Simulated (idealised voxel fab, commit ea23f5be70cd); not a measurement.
Process module under the name voxel wiring stack
cross-section cut | 205 nm wide | cells 5 nm
In what follows, cross-sections appear as grids of square cells, described through bands that run from the top down, where every band is one or more rows of cells.
Band: top height; bottom height; in nm. Then, left to right: material with width in nm, for each material. "full width": a single material spanning edge to edge. "empty": empty space.
Ref level 0: as-received wafer is one material below here. Bottom band extends down with no lower bound ("0 down").
Think of "30 to 40" as a width that walks from the first number to the second as you go down the band, top row to bottom row, taking equal-sized steps from row to row.
No cell of the cross-section changed in a step that is given as "left unchanged".
Basically, "Closed internal voids" tells you about the enclosed voids: empty spaces with no open way to the top, 8 cells or bigger, each written width x height at distance, where distance is from the left edge, all in nm.
The remark found on a step's line after its settings is issued by the simulator itself and pertains to that step.
Steps that use a mask can have "overlay nm" on their line. It says how far the mask sat to the right of where it was meant to be. Negative means to the left.
Each pair of cross-sections that follows straddles one process step: the one shows the state before the step, the other the state after it, down to the lowest band that changed and no further. The step in question, and its settings, are given under the pair. Note that a pair is not necessarily a continuation of the pair above it, since pairs can come from different runs of this module on the same starting wafer; it is a continuation only where its entry headed "Status quo ante" says so.
## Status quo ante
    95 to 75 = resist (40), then empty (20), then resist (15), then empty (20), then resist (15), then empty (20), then resist (15), then empty (20), then resist (40)
    75 to 60 = lowk (40), then empty (20), then lowk (15), then empty (20), then lowk (15), then empty (20), then lowk (15), then empty (20), then lowk (40)
    60 to 45 = lowk (40), then empty (15), then lowk (55), then empty (15), then lowk (80)
    45 to 40 = SiCN full width
    40 to 35 = SiO2 (35), then SiN (30), then SiO2 (5), then SiN (30), then SiO2 (5), then SiN (30), then SiO2 (5), then SiN (30), then SiO2 (35)
    35 to 20 = SiO2 (35), then SiN (5), then W (20), then SiN (5), then SiO2 (5), then SiN (5), then W (20), then SiN (5), then SiO2 (5), then SiN (5), then W (20), then SiN (5), then SiO2 (5), then SiN (5), then W (20), then SiN (5), then SiO2 (35)
    20 to 15 = SiN (40), then W (20), then SiN (15), then W (20), then SiN (15), then W (20), then SiN (15), then W (20), then SiN (40)
    15 to 0 = SiO2 full width
    0 down = Si full width
    Closed internal voids: none
## Post-Step Appearance
    95 to 75 = resist (40), then empty (20), then resist (15), then empty (20), then resist (15), then empty (20), then resist (15), then empty (20), then resist (40)
    75 to 60 = lowk (40), then empty (20), then lowk (15), then empty (20), then lowk (15), then empty (20), then lowk (15), then empty (20), then lowk (40)
    60 to 45 = lowk (40), then empty (15), then lowk (55), then empty (15), then lowk (80)
    45 to 40 = SiCN (40), then empty (15), then SiCN (55), then empty (15), then SiCN (80)
    No changes below 40.
    Closed internal voids: none
Upper to lower cross-section via DIRECTIONAL_ETCH | etch materials SiCN | depth nm 5
Status quo ante: identical to the post-step cross-section of the immediately preceding pair.
## Post-Step Appearance
    75 to 60 = lowk (40), then empty (20), then lowk (15), then empty (20), then lowk (15), then empty (20), then lowk (15), then empty (20), then lowk (40)
    No changes below 60.
    Closed internal voids: none
Upper to lower cross-section via STRIP | etch materials resist
Status quo ante: identical to the post-step cross-section of the immediately preceding pair.
## Post-Step Appearance
    80 to 75 = TiN (45), then empty (10), then TiN (25), then empty (10), then TiN (25), then empty (10), then TiN (25), then empty (10), then TiN (45)
    75 to 65 = lowk (40), then TiN (5), then empty (10), then TiN (5), then lowk (15), then TiN (5), then empty (10), then TiN (5), then lowk (15), then TiN (5), then empty (10), then TiN (5), then lowk (15), then TiN (5), then empty (10), then TiN (5), then lowk (40)
    65 to 60 = lowk (40), then TiN (5), then empty (5), then TiN (10), then lowk (15), then TiN (20), then lowk (15), then TiN (5), then empty (5), then TiN (10), then lowk (15), then TiN (20), then lowk (40)
    60 to 45 = lowk (40), then TiN (5), then empty (5), then TiN (5), then lowk (55), then TiN (5), then empty (5), then TiN (5), then lowk (80)
    45 to 40 = SiCN (40), then TiN (15), then SiCN (55), then TiN (15), then SiCN (80)
    No changes below 40.
    Closed internal voids: none
Upper to lower cross-section via CONFORMAL_DEP | material TiN | thk nm 5
Status quo ante: identical to the post-step cross-section of the immediately preceding pair.
## Post-Step Appearance
    85 to 80 = Ru full width
    80 to 75 = TiN (45), then Ru (10), then TiN (25), then Ru (10), then TiN (25), then Ru (10), then TiN (25), then Ru (10), then TiN (45)
    75 to 65 = lowk (40), then TiN (5), then Ru (10), then TiN (5), then lowk (15), then TiN (5), then Ru (10), then TiN (5), then lowk (15), then TiN (5), then Ru (10), then TiN (5), then lowk (15), then TiN (5), then Ru (10), then TiN (5), then lowk (40)
    65 to 60 = lowk (40), then TiN (5), then Ru (5), then TiN (10), then lowk (15), then TiN (20), then lowk (15), then TiN (5), then Ru (5), then TiN (10), then lowk (15), then TiN (20), then lowk (40)
    60 to 45 = lowk (40), then TiN (5), then Ru (5), then TiN (5), then lowk (55), then TiN (5), then Ru (5), then TiN (5), then lowk (80)
    No changes below 45.
    Closed internal voids: none
Upper to lower cross-section via FILL_DEP | material Ru | thk nm 5
Status quo ante: identical to the post-step cross-section of the immediately preceding pair.
## Post-Step Appearance
    75 to 65 = lowk (40), then TiN (5), then Ru (10), then TiN (5), then lowk (15), then TiN (5), then Ru (10), then TiN (5), then lowk (15), then TiN (5), then Ru (10), then TiN (5), then lowk (15), then TiN (5), then Ru (10), then TiN (5), then lowk (40)
    No changes below 65.
    Closed internal voids: none
Upper to lower cross-section via CMP | height nm 75
Status quo ante: identical to the post-step cross-section of the immediately preceding pair.
## Post-Step Appearance
    80 to 75 = SiCN full width
    No changes below 75.
    Closed internal voids: none
Upper to lower cross-section via CONFORMAL_DEP | material SiCN | thk nm 5
Status quo ante: identical to the post-step cross-section of the immediately preceding pair.
## Post-Step Appearance
    115 to 80 = SiO2 full width
    No changes below 80.
    Closed internal voids: none
Upper to lower cross-section via DIRECTIONAL_DEP | material SiO2 | thk nm 35
Status quo ante: identical to the post-step cross-section of the immediately preceding pair.
## Post-Step Appearance
    130 to 115 = aC full width
    No changes below 115.
    Closed internal voids: none
Upper to lower cross-section via DIRECTIONAL_DEP | material aC | thk nm 15
Status quo ante: identical to the post-step cross-section of the immediately preceding pair.
## Post-Step Appearance
    160 to 130 = resist (40), then empty (20), then resist (15), then empty (20), then resist (15), then empty (20), then resist (15), then empty (20), then resist (40)
    No changes below 130.
    Closed internal voids: none
Upper to lower cross-section via PATTERN | tone open | mask id METAL_3 | material resist | width nm 20 | pitch nm 35 | thk nm 30 | overlay nm 0
Status quo ante: identical to the post-step cross-section of the immediately preceding pair.
## Post-Step Appearance
    145 to 130 = resist (40), then empty (20), then resist (15), then empty (20), then resist (15), then empty (20), then resist (15), then empty (20), then resist (40)
    130 to 115 = aC (40), then empty (20), then aC (15), then empty (20), then aC (15), then empty (20), then aC (15), then empty (20), then aC (40)
    No changes below 115.
    Closed internal voids: none
Upper to lower cross-section via DIRECTIONAL_ETCH | etch materials aC | depth nm 15
Status quo ante: identical to the post-step cross-section of the immediately preceding pair.
## Post-Step Appearance
    130 to 115 = aC (40), then empty (20), then aC (15), then empty (20), then aC (15), then empty (20), then aC (15), then empty (20), then aC (40)
    No changes below 115.
    Closed internal voids: none
Upper to lower cross-section via STRIP | etch materials resist
Status quo ante: identical to the post-step cross-section of the immediately preceding pair.
## Post-Step Appearance
    130 to 115 = aC (40), then empty (20), then aC (15), then empty (20), then aC (15), then empty (20), then aC (15), then empty (20), then aC (40)
    115 to 95 = SiO2 (40), then empty (20), then SiO2 (15), then empty (20), then SiO2 (15), then empty (20), then SiO2 (15), then empty (20), then SiO2 (40)
    No changes below 95.
    Closed internal voids: none
Upper to lower cross-section via DIRECTIONAL_ETCH | etch materials SiO2 | depth nm 20
Status quo ante: identical to the post-step cross-section of the immediately preceding pair.
## Post-Step Appearance
    115 to 95 = SiO2 (40), then empty (20), then SiO2 (15), then empty (20), then SiO2 (15), then empty (20), then SiO2 (15), then empty (20), then SiO2 (40)
    No changes below 95.
    Closed internal voids: none
Upper to lower cross-section via STRIP | etch materials aC
Status quo ante: identical to the post-step cross-section of the immediately preceding pair.
## Post-Step Appearance
    115 to 95 = SiO2 (40), then empty (20), then SiO2 (15), then empty (20), then SiO2 (15), then empty (20), then SiO2 (15), then empty (20), then SiO2 (40)
    95 to 80 = SiO2 (40), then empty (15), then SiO2 (55), then empty (15), then SiO2 (80)
    No changes below 80.
    Closed internal voids: none
Upper to lower cross-section via MASKED_ETCH | tone open | mask id METAL_3_HOLES | width nm 15 | pitch nm 70 | etch materials SiO2 | depth nm 15 | overlay nm 0
Status quo ante: identical to the post-step cross-section of the immediately preceding pair.
## Post-Step Appearance
    115 to 95 = SiO2 (40), then empty (20), then SiO2 (15), then empty (20), then SiO2 (15), then empty (20), then SiO2 (15), then empty (20), then SiO2 (40)
    95 to 80 = SiO2 (40), then empty (15), then SiO2 (55), then empty (15), then SiO2 (80)
    80 to 75 = SiCN (40), then empty (15), then SiCN (55), then empty (15), then SiCN (80)
    No changes below 75.
    Closed internal voids: none
Upper to lower cross-section via MASKED_ETCH | tone open | mask id METAL_3_HOLES | width nm 15 | pitch nm 70 | etch materials SiCN | depth nm 5 | overlay nm 0
Status quo ante: identical to the post-step cross-section of the immediately preceding pair.
## Post-Step Appearance
    120 to 115 = TiN (45), then empty (10), then TiN (25), then empty (10), then TiN (25), then empty (10), then TiN (25), then empty (10), then TiN (45)
    115 to 100 = SiO2 (40), then TiN (5), then empty (10), then TiN (5), then SiO2 (15), then TiN (5), then empty (10), then TiN (5), then SiO2 (15), then TiN (5), then empty (10), then TiN (5), then SiO2 (15), then TiN (5), then empty (10), then TiN (5), then SiO2 (40)
    100 to 95 = SiO2 (40), then TiN (5), then empty (5), then TiN (10), then SiO2 (15), then TiN (20), then SiO2 (15), then TiN (5), then empty (5), then TiN (10), then SiO2 (15), then TiN (20), then SiO2 (40)
    95 to 80 = SiO2 (40), then TiN (5), then empty (5), then TiN (5), then SiO2 (55), then TiN (5), then empty (5), then TiN (5), then SiO2 (80)
    80 to 75 = SiCN (40), then TiN (15), then SiCN (55), then TiN (15), then SiCN (80)
    No changes below 75.
    Closed internal voids: none
Upper to lower cross-section via CONFORMAL_DEP | material TiN | thk nm 5
Status quo ante: identical to the post-step cross-section of the immediately preceding pair.
## Post-Step Appearance
    125 to 120 = Ru full width
    120 to 115 = TiN (45), then Ru (10), then TiN (25), then Ru (10), then TiN (25), then Ru (10), then TiN (25), then Ru (10), then TiN (45)
    115 to 100 = SiO2 (40), then TiN (5), then Ru (10), then TiN (5), then SiO2 (15), then TiN (5), then Ru (10), then TiN (5), then SiO2 (15), then TiN (5), then Ru (10), then TiN (5), then SiO2 (15), then TiN (5), then Ru (10), then TiN (5), then SiO2 (40)
    100 to 95 = SiO2 (40), then TiN (5), then Ru (5), then TiN (10), then SiO2 (15), then TiN (20), then SiO2 (15), then TiN (5), then Ru (5), then TiN (10), then SiO2 (15), then TiN (20), then SiO2 (40)
    95 to 80 = SiO2 (40), then TiN (5), then Ru (5), then TiN (5), then SiO2 (55), then TiN (5), then Ru (5), then TiN (5), then SiO2 (80)
    No changes below 80.
    Closed internal voids: none
Upper to lower cross-section via FILL_DEP | material Ru | thk nm 5
Status quo ante: identical to the post-step cross-section of the immediately preceding pair.
## Post-Step Appearance
    115 to 100 = SiO2 (40), then TiN (5), then Ru (10), then TiN (5), then SiO2 (15), then TiN (5), then Ru (10), then TiN (5), then SiO2 (15), then TiN (5), then Ru (10), then TiN (5), then SiO2 (15), then TiN (5), then Ru (10), then TiN (5), then SiO2 (40)
    No changes below 100.
    Closed internal voids: none
Upper to lower cross-section via CMP | height nm 115
Status quo ante: identical to the post-step cross-section of the immediately preceding pair.
## Post-Step Appearance
    120 to 115 = SiCN full width
    No changes below 115.
    Closed internal voids: none
Upper to lower cross-section via CONFORMAL_DEP | material SiCN | thk nm 5
Status quo ante: identical to the post-step cross-section of the immediately preceding pair.
## Post-Step Appearance
    155 to 120 = SiO2 full width
    No changes below 120.
    Closed internal voids: none
Upper to lower cross-section via DIRECTIONAL_DEP | material SiO2 | thk nm 35
Status quo ante: identical to the post-step cross-section of the immediately preceding pair.
## Post-Step Appearance
    165 to 155 = aC full width
    No changes below 155.
    Closed internal voids: none
Upper to lower cross-section via DIRECTIONAL_DEP | material aC | thk nm 10
Status quo ante: identical to the post-step cross-section of the immediately preceding pair.
## Post-Step Appearance
    190 to 165 = resist (40), then empty (20), then resist (15), then empty (20), then resist (15), then empty (20), then resist (15), then empty (20), then resist (40)
    No changes below 165.
    Closed internal voids: none
Upper to lower cross-section via PATTERN | tone open | mask id METAL_4 | material resist | width nm 20 | pitch nm 35 | thk nm 25 | overlay nm 0
Status quo ante: identical to the post-step cross-section of the immediately preceding pair.
## Post-Step Appearance
    180 to 165 = resist (40), then empty (20), then resist (15), then empty (20), then resist (15), then empty (20), then resist (15), then empty (20), then resist (40)
    165 to 155 = aC (40), then empty (20), then aC (15), then empty (20), then aC (15), then empty (20), then aC (15), then empty (20), then aC (40)
    No changes below 155.
    Closed internal voids: none
Upper to lower cross-section via DIRECTIONAL_ETCH | etch materials aC | depth nm 10
Status quo ante: identical to the post-step cross-section of the immediately preceding pair.
## Post-Step Appearance
    165 to 155 = aC (40), then empty (20), then aC (15), then empty (20), then aC (15), then empty (20), then aC (15), then empty (20), then aC (40)
    No changes below 155.
    Closed internal voids: none
Upper to lower cross-section via STRIP | etch materials resist
Status quo ante: identical to the post-step cross-section of the immediately preceding pair.
## Post-Step Appearance
    165 to 155 = aC (40), then empty (20), then aC (15), then empty (20), then aC (15), then empty (20), then aC (15), then empty (20), then aC (40)
    155 to 135 = SiO2 (40), then empty (20), then SiO2 (15), then empty (20), then SiO2 (15), then empty (20), then SiO2 (15), then empty (20), then SiO2 (40)
    No changes below 135.
    Closed internal voids: none
Upper to lower cross-section via DIRECTIONAL_ETCH | etch materials SiO2 | depth nm 20
Status quo ante: identical to the post-step cross-section of the immediately preceding pair.
## Post-Step Appearance
    155 to 135 = SiO2 (40), then empty (20), then SiO2 (15), then empty (20), then SiO2 (15), then empty (20), then SiO2 (15), then empty (20), then SiO2 (40)
    No changes below 135.
    Closed internal voids: none
Upper to lower cross-section via STRIP | etch materials aC
Status quo ante: identical to the post-step cross-section of the immediately preceding pair.
## Post-Step Appearance
    175 to 155 = resist (40), then empty (15), then resist (55), then empty (15), then resist (80)
    155 to 135 = SiO2 (40), then empty (15), then resist (5), then SiO2 (15), then resist (20), then SiO2 (15), then empty (15), then resist (5), then SiO2 (15), then resist (20), then SiO2 (40)
    No changes below 135.
    Closed internal voids: none
Upper to lower cross-section via PATTERN | tone open | mask id METAL_4_HOLES | material resist | width nm 15 | pitch nm 70 | thk nm 20 | overlay nm 0
Status quo ante: identical to the post-step cross-section of the immediately preceding pair.
## Post-Step Appearance
    175 to 155 = resist (40), then empty (15), then resist (55), then empty (15), then resist (80)
    155 to 135 = SiO2 (40), then empty (15), then resist (5), then SiO2 (15), then resist (20), then SiO2 (15), then empty (15), then resist (5), then SiO2 (15), then resist (20), then SiO2 (40)
    135 to 120 = SiO2 (40), then empty (15), then SiO2 (55), then empty (15), then SiO2 (80)
    No changes below 120.
    Closed internal voids: none
Upper to lower cross-section via DIRECTIONAL_ETCH | etch materials SiO2 | depth nm 15
Status quo ante: identical to the post-step cross-section of the immediately preceding pair.
## Post-Step Appearance
    175 to 155 = resist (40), then empty (15), then resist (55), then empty (15), then resist (80)
    155 to 135 = SiO2 (40), then empty (15), then resist (5), then SiO2 (15), then resist (20), then SiO2 (15), then empty (15), then resist (5), then SiO2 (15), then resist (20), then SiO2 (40)
    135 to 120 = SiO2 (40), then empty (15), then SiO2 (55), then empty (15), then SiO2 (80)
    120 to 115 = SiCN (40), then empty (15), then SiCN (55), then empty (15), then SiCN (80)
    No changes below 115.
    Closed internal voids: none
Upper to lower cross-section via DIRECTIONAL_ETCH | etch materials SiCN | depth nm 5
Status quo ante: identical to the post-step cross-section of the immediately preceding pair.
## Post-Step Appearance
    155 to 135 = SiO2 (40), then empty (20), then SiO2 (15), then empty (20), then SiO2 (15), then empty (20), then SiO2 (15), then empty (20), then SiO2 (40)
    No changes below 135.
    Closed internal voids: none
Upper to lower cross-section via STRIP | etch materials resist
Status quo ante: identical to the post-step cross-section of the immediately preceding pair.
## Post-Step Appearance
    160 to 155 = TiN (45), then empty (10), then TiN (25), then empty (10), then TiN (25), then empty (10), then TiN (25), then empty (10), then TiN (45)
    155 to 140 = SiO2 (40), then TiN (5), then empty (10), then TiN (5), then SiO2 (15), then TiN (5), then empty (10), then TiN (5), then SiO2 (15), then TiN (5), then empty (10), then TiN (5), then SiO2 (15), then TiN (5), then empty (10), then TiN (5), then SiO2 (40)
    140 to 135 = SiO2 (40), then TiN (5), then empty (5), then TiN (10), then SiO2 (15), then TiN (20), then SiO2 (15), then TiN (5), then empty (5), then TiN (10), then SiO2 (15), then TiN (20), then SiO2 (40)
    135 to 120 = SiO2 (40), then TiN (5), then empty (5), then TiN (5), then SiO2 (55), then TiN (5), then empty (5), then TiN (5), then SiO2 (80)
    120 to 115 = SiCN (40), then TiN (15), then SiCN (55), then TiN (15), then SiCN (80)
    No changes below 115.
    Closed internal voids: none
Upper to lower cross-section via CONFORMAL_DEP | material TiN | thk nm 5
Status quo ante: identical to the post-step cross-section of the immediately preceding pair.
## Post-Step Appearance
    170 to 160 = Cu full width
    160 to 155 = TiN (45), then Cu (10), then TiN (25), then Cu (10), then TiN (25), then Cu (10), then TiN (25), then Cu (10), then TiN (45)
    155 to 140 = SiO2 (40), then TiN (5), then Cu (10), then TiN (5), then SiO2 (15), then TiN (5), then Cu (10), then TiN (5), then SiO2 (15), then TiN (5), then Cu (10), then TiN (5), then SiO2 (15), then TiN (5), then Cu (10), then TiN (5), then SiO2 (40)
    140 to 135 = SiO2 (40), then TiN (5), then Cu (5), then TiN (10), then SiO2 (15), then TiN (20), then SiO2 (15), then TiN (5), then Cu (5), then TiN (10), then SiO2 (15), then TiN (20), then SiO2 (40)
    135 to 120 = SiO2 (40), then TiN (5), then Cu (5), then TiN (5), then SiO2 (55), then TiN (5), then Cu (5), then TiN (5), then SiO2 (80)
    No changes below 120.
    Closed internal voids: none
Upper to lower cross-section via FILL_DEP | material Cu | thk nm 10
Status quo ante: identical to the post-step cross-section of the immediately preceding pair.
## Post-Step Appearance
    155 to 140 = SiO2 (40), then TiN (5), then Cu (10), then TiN (5), then SiO2 (15), then TiN (5), then Cu (10), then TiN (5), then SiO2 (15), then TiN (5), then Cu (10), then TiN (5), then SiO2 (15), then TiN (5), then Cu (10), then TiN (5), then SiO2 (40)
    No changes below 140.
    Closed internal voids: none
Upper to lower cross-section via CMP | height nm 155
Status quo ante: identical to the post-step cross-section of the immediately preceding pair.
## Post-Step Appearance
    160 to 155 = SiCN full width
    No changes below 155.
    Closed internal voids: none
Upper to lower cross-section via CONFORMAL_DEP | material SiCN | thk nm 5
## Status quo ante
    15 to 0 = SiO2 full width
    0 down = Si full width
    Closed internal voids: none
## Post-Step Appearance
    30 to 0 = SiO2 full width
    No changes below 0.
    Closed internal voids: none
Upper to lower cross-section via CONFORMAL_DEP | material SiO2 | thk nm 15
Status quo ante: identical to the post-step cross-section of the immediately preceding pair.
## Post-Step Appearance
    35 to 30 = TiN full width
    No changes below 30.
    Closed internal voids: none
Upper to lower cross-section via DIRECTIONAL_DEP | material TiN | thk nm 5
Status quo ante: identical to the post-step cross-section of the immediately preceding pair.
## Post-Step Appearance
    55 to 35 = W full width
    No changes below 35.
    Closed internal voids: none
Upper to lower cross-section via DIRECTIONAL_DEP | material W | thk nm 20
Status quo ante: identical to the post-step cross-section of the immediately preceding pair.
## Post-Step Appearance
    65 to 55 = aC full width
    No changes below 55.
    Closed internal voids: none
Upper to lower cross-section via DIRECTIONAL_DEP | material aC | thk nm 10
Status quo ante: identical to the post-step cross-section of the immediately preceding pair.
## Post-Step Appearance
    95 to 65 = empty (40), then resist (20), then empty (15), then resist (20), then empty (15), then resist (20), then empty (15), then resist (20), then empty (40)
    No changes below 65.
    Closed internal voids: none
Upper to lower cross-section via PATTERN | tone cover | mask id METAL_1 | material resist | width nm 20 | pitch nm 35 | thk nm 30 | overlay nm 0
Status quo ante: identical to the post-step cross-section of the immediately preceding pair.
## Post-Step Appearance
    85 to 65 = empty (40), then resist (20), then empty (15), then resist (20), then empty (15), then resist (20), then empty (15), then resist (20), then empty (40)
    65 to 55 = empty (40), then aC (20), then empty (15), then aC (20), then empty (15), then aC (20), then empty (15), then aC (20), then empty (40)
    No changes below 55.
    Closed internal voids: none
Upper to lower cross-section via DIRECTIONAL_ETCH | etch materials aC | depth nm 10
Status quo ante: identical to the post-step cross-section of the immediately preceding pair.
## Post-Step Appearance
    65 to 55 = empty (40), then aC (20), then empty (15), then aC (20), then empty (15), then aC (20), then empty (15), then aC (20), then empty (40)
    No changes below 55.
    Closed internal voids: none
Upper to lower cross-section via STRIP | etch materials resist
Status quo ante: identical to the post-step cross-section of the immediately preceding pair.
## Post-Step Appearance
    65 to 55 = empty (40), then aC (20), then empty (15), then aC (20), then empty (15), then aC (20), then empty (15), then aC (20), then empty (40)
    55 to 35 = empty (40), then W (20), then empty (15), then W (20), then empty (15), then W (20), then empty (15), then W (20), then empty (40)
    No changes below 35.
    Closed internal voids: none
Upper to lower cross-section via DIRECTIONAL_ETCH | etch materials W | depth nm 20
Status quo ante: identical to the post-step cross-section of the immediately preceding pair.
## Post-Step Appearance
    65 to 55 = empty (40), then aC (20), then empty (15), then aC (20), then empty (15), then aC (20), then empty (15), then aC (20), then empty (40)
    55 to 35 = empty (40), then W (20), then empty (15), then W (20), then empty (15), then W (20), then empty (15), then W (20), then empty (40)
    35 to 30 = empty (40), then TiN (20), then empty (15), then TiN (20), then empty (15), then TiN (20), then empty (15), then TiN (20), then empty (40)
    No changes below 30.
    Closed internal voids: none
Upper to lower cross-section via DIRECTIONAL_ETCH | etch materials TiN | depth nm 5
Status quo ante: identical to the post-step cross-section of the immediately preceding pair.
## Post-Step Appearance
    55 to 35 = empty (40), then W (20), then empty (15), then W (20), then empty (15), then W (20), then empty (15), then W (20), then empty (40)
    No changes below 35.
    Closed internal voids: none
Upper to lower cross-section via STRIP | etch materials aC
Status quo ante: identical to the post-step cross-section of the immediately preceding pair.
## Post-Step Appearance
    60 to 55 = empty (35), then SiN (30), then empty (5), then SiN (30), then empty (5), then SiN (30), then empty (5), then SiN (30), then empty (35)
    55 to 35 = empty (35), then SiN (5), then W (20), then SiN (5), then empty (5), then SiN (5), then W (20), then SiN (5), then empty (5), then SiN (5), then W (20), then SiN (5), then empty (5), then SiN (5), then W (20), then SiN (5), then empty (35)
    35 to 30 = SiN (40), then TiN (20), then SiN (15), then TiN (20), then SiN (15), then TiN (20), then SiN (15), then TiN (20), then SiN (40)
    No changes below 30.
    Closed internal voids: none
Upper to lower cross-section via CONFORMAL_DEP | material SiN | thk nm 5
Status quo ante: identical to the post-step cross-section of the immediately preceding pair.
## Post-Step Appearance
    65 to 60 = SiO2 full width
    60 to 55 = SiO2 (35), then SiN (30), then SiO2 (5), then SiN (30), then SiO2 (5), then SiN (30), then SiO2 (5), then SiN (30), then SiO2 (35)
    55 to 35 = SiO2 (35), then SiN (5), then W (20), then SiN (5), then SiO2 (5), then SiN (5), then W (20), then SiN (5), then SiO2 (5), then SiN (5), then W (20), then SiN (5), then SiO2 (5), then SiN (5), then W (20), then SiN (5), then SiO2 (35)
    No changes below 35.
    Closed internal voids: none
Upper to lower cross-section via FILL_DEP | material SiO2 | thk nm 5
Status quo ante: identical to the post-step cross-section of the immediately preceding pair.
## Post-Step Appearance
    40 to 35 = SiO2 (35), then SiN (5), then W (20), then SiN (5), then SiO2 (5), then SiN (5), then W (20), then SiN (5), then SiO2 (5), then SiN (5), then W (20), then SiN (5), then SiO2 (5), then SiN (5), then W (20), then SiN (5), then SiO2 (35)
    No changes below 35.
    Closed internal voids: none
Upper to lower cross-section via CMP | height nm 40
Status quo ante: identical to the post-step cross-section of the immediately preceding pair.
## Post-Step Appearance
    45 to 40 = SiCN full width
    No changes below 40.
    Closed internal voids: none
Upper to lower cross-section via CONFORMAL_DEP | material SiCN | thk nm 5
Status quo ante: identical to the post-step cross-section of the immediately preceding pair.
## Post-Step Appearance
    75 to 45 = lowk full width
    No changes below 45.
    Closed internal voids: none
Upper to lower cross-section via DIRECTIONAL_DEP | material lowk | thk nm 30
Status quo ante: identical to the post-step cross-section of the immediately preceding pair.
## Post-Step Appearance
    75 to 45 = lowk (40), then empty (15), then lowk (55), then empty (15), then lowk (80)
    No changes below 45.
    Closed internal voids: none
Upper to lower cross-section via MASKED_ETCH | tone open | mask id METAL_2_HOLES | width nm 15 | pitch nm 70 | etch materials lowk | depth nm 30 | overlay nm 0
Status quo ante: identical to the post-step cross-section of the immediately preceding pair.
## Post-Step Appearance
    95 to 75 = resist (40), then empty (20), then resist (15), then empty (20), then resist (15), then empty (20), then resist (15), then empty (20), then resist (40)
    No changes below 75.
    Closed internal voids: none
Upper to lower cross-section via PATTERN | tone open | mask id METAL_2 | material resist | width nm 20 | pitch nm 35 | thk nm 20 | overlay nm 0
Status quo ante: identical to the post-step cross-section of the immediately preceding pair.
## Post-Step Appearance
    95 to 75 = resist (40), then empty (20), then resist (15), then empty (20), then resist (15), then empty (20), then resist (15), then empty (20), then resist (40)
    75 to 60 = lowk (40), then empty (20), then lowk (15), then empty (20), then lowk (15), then empty (20), then lowk (15), then empty (20), then lowk (40)
    No changes below 60.
    Closed internal voids: none
Upper to lower cross-section via DIRECTIONAL_ETCH | etch materials lowk | depth nm 15
Status quo ante: identical to the post-step cross-section of the immediately preceding pair.
## Post-Step Appearance
    95 to 75 = resist (40), then empty (20), then resist (15), then empty (20), then resist (15), then empty (20), then resist (15), then empty (20), then resist (40)
    75 to 60 = lowk (40), then empty (20), then lowk (15), then empty (20), then lowk (15), then empty (20), then lowk (15), then empty (20), then lowk (40)
    60 to 45 = lowk (40), then empty (15), then lowk (55), then empty (15), then lowk (80)
    45 to 40 = SiCN (40), then empty (15), then SiCN (55), then empty (15), then SiCN (80)
    No changes below 40.
    Closed internal voids: none
Upper to lower cross-section via DIRECTIONAL_ETCH | etch materials SiCN | depth nm 5
Status quo ante: identical to the post-step cross-section of the immediately preceding pair.
## Post-Step Appearance
    75 to 60 = lowk (40), then empty (20), then lowk (15), then empty (20), then lowk (15), then empty (20), then lowk (15), then empty (20), then lowk (40)
    No changes below 60.
    Closed internal voids: none
Upper to lower cross-section via STRIP | etch materials resist
Status quo ante: identical to the post-step cross-section of the immediately preceding pair.
## Post-Step Appearance
    80 to 75 = TiN (45), then empty (10), then TiN (25), then empty (10), then TiN (25), then empty (10), then TiN (25), then empty (10), then TiN (45)
    75 to 65 = lowk (40), then TiN (5), then empty (10), then TiN (5), then lowk (15), then TiN (5), then empty (10), then TiN (5), then lowk (15), then TiN (5), then empty (10), then TiN (5), then lowk (15), then TiN (5), then empty (10), then TiN (5), then lowk (40)
    65 to 60 = lowk (40), then TiN (5), then empty (5), then TiN (10), then lowk (15), then TiN (20), then lowk (15), then TiN (5), then empty (5), then TiN (10), then lowk (15), then TiN (20), then lowk (40)
    60 to 45 = lowk (40), then TiN (5), then empty (5), then TiN (5), then lowk (55), then TiN (5), then empty (5), then TiN (5), then lowk (80)
    45 to 40 = SiCN (40), then TiN (15), then SiCN (55), then TiN (15), then SiCN (80)
    No changes below 40.
    Closed internal voids: none
Upper to lower cross-section via CONFORMAL_DEP | material TiN | thk nm 5
Status quo ante: identical to the post-step cross-section of the immediately preceding pair.
## Post-Step Appearance
    85 to 80 = Ru full width
    80 to 75 = TiN (45), then Ru (10), then TiN (25), then Ru (10), then TiN (25), then Ru (10), then TiN (25), then Ru (10), then TiN (45)
    75 to 65 = lowk (40), then TiN (5), then Ru (10), then TiN (5), then lowk (15), then TiN (5), then Ru (10), then TiN (5), then lowk (15), then TiN (5), then Ru (10), then TiN (5), then lowk (15), then TiN (5), then Ru (10), then TiN (5), then lowk (40)
    65 to 60 = lowk (40), then TiN (5), then Ru (5), then TiN (10), then lowk (15), then TiN (20), then lowk (15), then TiN (5), then Ru (5), then TiN (10), then lowk (15), then TiN (20), then lowk (40)
    60 to 45 = lowk (40), then TiN (5), then Ru (5), then TiN (5), then lowk (55), then TiN (5), then Ru (5), then TiN (5), then lowk (80)
    No changes below 45.
    Closed internal voids: none
Upper to lower cross-section via FILL_DEP | material Ru | thk nm 5
Status quo ante: identical to the post-step cross-section of the immediately preceding pair.
## Post-Step Appearance
    75 to 65 = lowk (40), then TiN (5), then Ru (10), then TiN (5), then lowk (15), then TiN (5), then Ru (10), then TiN (5), then lowk (15), then TiN (5), then Ru (10), then TiN (5), then lowk (15), then TiN (5), then Ru (10), then TiN (5), then lowk (40)
    No changes below 65.
    Closed internal voids: none
Upper to lower cross-section via CMP | height nm 75
Status quo ante: identical to the post-step cross-section of the immediately preceding pair.
## Post-Step Appearance
    80 to 75 = SiCN full width
    No changes below 75.
    Closed internal voids: none
Upper to lower cross-section via CONFORMAL_DEP | material SiCN | thk nm 5
Status quo ante: identical to the post-step cross-section of the immediately preceding pair.
## Post-Step Appearance
    115 to 80 = SiO2 full width
    No changes below 80.
    Closed internal voids: none
Upper to lower cross-section via DIRECTIONAL_DEP | material SiO2 | thk nm 35
Status quo ante: identical to the post-step cross-section of the immediately preceding pair.
## Post-Step Appearance
    130 to 115 = aC full width
    No changes below 115.
    Closed internal voids: none
Upper to lower cross-section via DIRECTIONAL_DEP | material aC | thk nm 15
Status quo ante: identical to the post-step cross-section of the immediately preceding pair.
## Post-Step Appearance
    160 to 130 = resist (40), then empty (20), then resist (15), then empty (20), then resist (15), then empty (20), then resist (15), then empty (20), then resist (40)
    No changes below 130.
    Closed internal voids: none
Upper to lower cross-section via PATTERN | tone open | mask id METAL_3 | material resist | width nm 20 | pitch nm 35 | thk nm 30 | overlay nm 0
Status quo ante: identical to the post-step cross-section of the immediately preceding pair.
## Post-Step Appearance
    145 to 130 = resist (40), then empty (20), then resist (15), then empty (20), then resist (15), then empty (20), then resist (15), then empty (20), then resist (40)
    130 to 115 = aC (40), then empty (20), then aC (15), then empty (20), then aC (15), then empty (20), then aC (15), then empty (20), then aC (40)
    No changes below 115.
    Closed internal voids: none
Upper to lower cross-section via DIRECTIONAL_ETCH | etch materials aC | depth nm 15
